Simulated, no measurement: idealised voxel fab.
process module | voxel self aligned contacts
cross-section cut | 200 nm wide | cells 5 nm
A cross-section is a grid of square cells, given in bands from the top down. A band is one or more rows of cells.
Each band's line starts with the height of the band's top and of its bottom, in nm. Then come its materials from left to right, each with its width in nm. One material with "throughout" fills the band from edge to edge. "air" is empty space.
Height 0 is the level under which the wafer as received is all one material. The lowest band goes on downwards, as in "0 down".
A width such as "30 to 40" changes by the same amount from each row of cells to the next, from the band's top row to its bottom row.
"no change" after a step means that no cell of the cross-section changed.
closed voids: empty space of 8 cells or more with no open way to the top, each as width x height at its distance from the left edge, in nm
after a step's settings: what the simulator itself notes on the step
overlay nm, on a step with a mask: how far to the right of its planned place the mask lay; to the left if negative
plan
1 op RECEIVE | material Si
2 op OXIDIZE | depth nm 5
3 op DIRECTIONAL_DEP | material polySi | thk nm 30
4 op DIRECTIONAL_DEP | material SiN | thk nm 15
5 op MASKED_ETCH | tone cover | mask id GATE | width nm 35 | pitch nm 60 | etch materials SiN | depth nm 15 | overlay nm 0
6 op MASKED_ETCH | tone cover | mask id GATE | width nm 35 | pitch nm 60 | etch materials polySi | depth nm 30 | overlay nm 0
7 op CONFORMAL_DEP | material SiN | thk nm 5
8 op DIRECTIONAL_ETCH | etch materials SiN | depth nm 5
9 op FILL_DEP | material SiO2 | thk nm 20
10 op CMP | height nm 55
11 op MASKED_ETCH | tone open | mask id CONTACT | width nm 35 | pitch nm 60 | etch materials SiO2 | depth nm 60 | overlay nm 0
12 op CONFORMAL_DEP | material TiN | thk nm 5
13 op FILL_DEP | material W | thk nm 10
14 op CMP | height nm 55
15 op CONFORMAL_DEP | material SiN | thk nm 5
as received, after step 1
  0 down: Si throughout
  closed voids: none
a wafer at the end: this start, this plan, one mistake
  60 to 55: SiN throughout
  55 to 45: SiO2 50 | TiN 5 to 15 | W 25 to 10 | TiN 5 to 10 | SiO2 25 | TiN 5 to 15 | W 25 to 10 | TiN 5 to 10 | SiO2 55
  45 to 35: SiO2 20 | SiN 40 | TiN 5 | W 10 | TiN 5 | SiN 40 | TiN 5 | W 10 | TiN 5 | SiN 40 | SiO2 20
  35 to 30: SiO2 20 | SiN 40 | TiN 5 | W 5 | TiN 10 | SiN 40 | TiN 5 | W 5 | TiN 10 | SiN 40 | SiO2 20
  30 to 0: SiO2 15 | SiN 5 | polySi 35 | SiN 5 | TiN 5 | W 5 | TiN 5 | SiN 5 | polySi 35 | SiN 5 | TiN 5 | W 5 | TiN 5 | SiN 5 | polySi 35 | SiN 5 | SiO2 20
  0 to -5: SiO2 60 | TiN 15 | SiO2 45 | TiN 15 | SiO2 65
  -5 down: Si throughout
  closed voids: none
what went wrong: step 5 ran as: op MASKED_ETCH | tone cover | mask id GATE | width nm 30 | pitch nm 60 | etch materials SiN | depth nm 15 | overlay nm 0
